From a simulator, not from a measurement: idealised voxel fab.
process module | voxel lift off
cross-section cut | 285 nm wide | cells 5 nm
A cross-section is a grid of square cells, given in bands from the top down. A band is one or more rows of cells.
Each band's line starts with the height of the band's top and of its bottom, in nm. Then come its materials from left to right, each with its width in nm. One material with "throughout" fills the band from edge to edge. "air" is empty space.
Height 0 is the level under which the wafer as received is all one material. The lowest band goes on downwards, as in "0 down".
A width such as "30 to 40" changes by the same amount from each row of cells to the next, from the band's top row to its bottom row.
"no change" after a step means that no cell of the cross-section changed.
closed voids: empty space of 8 cells or more with no open way to the top, each as width x height at its distance from the left edge, in nm
after a step's settings: what the simulator itself notes on the step
overlay nm, on a step with a mask: how far to the right of its planned place the mask lay; to the left if negative
plan
1 op RECEIVE | material Si
2 op CONFORMAL_DEP | material Al2O3 | thk nm 15
3 op PATTERN | tone open | mask id LINES | material resist | width nm 20 | pitch nm 40 | thk nm 30 | overlay nm 0
4 op DIRECTIONAL_DEP | material Ru | thk nm 15
5 op STRIP | etch materials resist
6 op CONFORMAL_DEP | material SiO2 | thk nm 5
as received, after step 1
  0 down: Si throughout
  closed voids: none
a wafer at the end: this start, this plan, one mistake
  35 to 30: air 65 | SiO2 30 | air 10 | SiO2 30 | air 10 | SiO2 30 | air 10 | SiO2 30 | air 70
  30 to 20: air 65 | SiO2 5 | Ru 20 | SiO2 5 | air 10 | SiO2 5 | Ru 20 | SiO2 5 | air 10 | SiO2 5 | Ru 20 | SiO2 5 | air 10 | SiO2 5 | Ru 20 | SiO2 5 | air 70
  20 to 15: SiO2 70 | Ru 20 | SiO2 20 | Ru 20 | SiO2 20 | Ru 20 | SiO2 20 | Ru 20 | SiO2 75
  15 to 0: SiO2 throughout
  0 down: Si throughout
  closed voids: none
what went wrong: step 2 ran as: op CONFORMAL_DEP | material SiO2 | thk nm 15
